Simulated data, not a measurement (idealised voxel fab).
Title: Process Module voxel released beams
The cross-section on display is named cut; it measures 225 nm wide, and its cells are 5 nm squares.
When this document writes out a cross-section, it uses a grid of square cells and lists it as bands, beginning at the top and moving down, with a band standing for one or more rows of cells.
Quick guide to a band line: top height, bottom height (nm) up front; then every material left to right with its width in nm. Only one material and it's marked "all across"? Then it fills the band edge to edge. And "blank" just means empty space.
Where do heights start? At 0: under that level the wafer as delivered is made of one material only. And the lowest band has no floor; it just carries on downward, as in "0 down".
Width: "30->40" (first number = top row, second number = bottom row, same change from row to row of cells).
The cross-section has no changed cell in any step marked "no modifications".
Voids not open to the top, 8 cells minimum: see "Enclosed void list". Written width x height at distance; distance is from the left edge; nm.
On each step's line, the part that comes after the settings is the simulator's own comment on the step.
Each step line may optionally specify "overlay nm", which for a step with a mask gives the rightward distance between the mask's planned place and where it lay, a negative value indicating the leftward direction.
The planned process steps are enumerated hereunder:
| 1 | RECEIVE: material Si |
| 2 | CONFORMAL_DEP: material Al2O3, thk nm 10 |
| 3 | DIRECTIONAL_DEP: material SiO2, thk nm 15 |
| 4 | MASKED_ETCH: tone open, mask id ANCHOR, width nm 45, etch materials SiO2, depth nm 15, overlay nm 0 |
| 5 | CONFORMAL_DEP: material polySi, thk nm 15 |
| 6 | MASKED_ETCH: tone cover, mask id BEAM, width nm 100, etch materials polySi, depth nm 15, overlay nm 0 |
| 7 | STRIP: etch materials SiO2 |
Cross-sectional view of the wafer in its as-received condition, corresponding to the state after step 1:
0 down  Si all across
Enclosed void list: none
The following cross-section depicts the wafer upon conclusion of the module. Processing commenced from the starting condition illustrated above and adhered to the plan illustrated above, save for one mistake in execution:
30 to 25  blank=60; polySi=10; blank=35; polySi=55; blank=65
25 to 15  blank=65; polySi=5; blank=35; polySi=5; blank=115
15 to 10  blank=65; polySi=45; blank=115
10 to 0  Al2O3 all across
0 down  Si all across
Enclosed void list: none
Misprocessing identified: step 5: run off-plan, actual operation and settings CONFORMAL_DEP: material polySi, thk nm 5
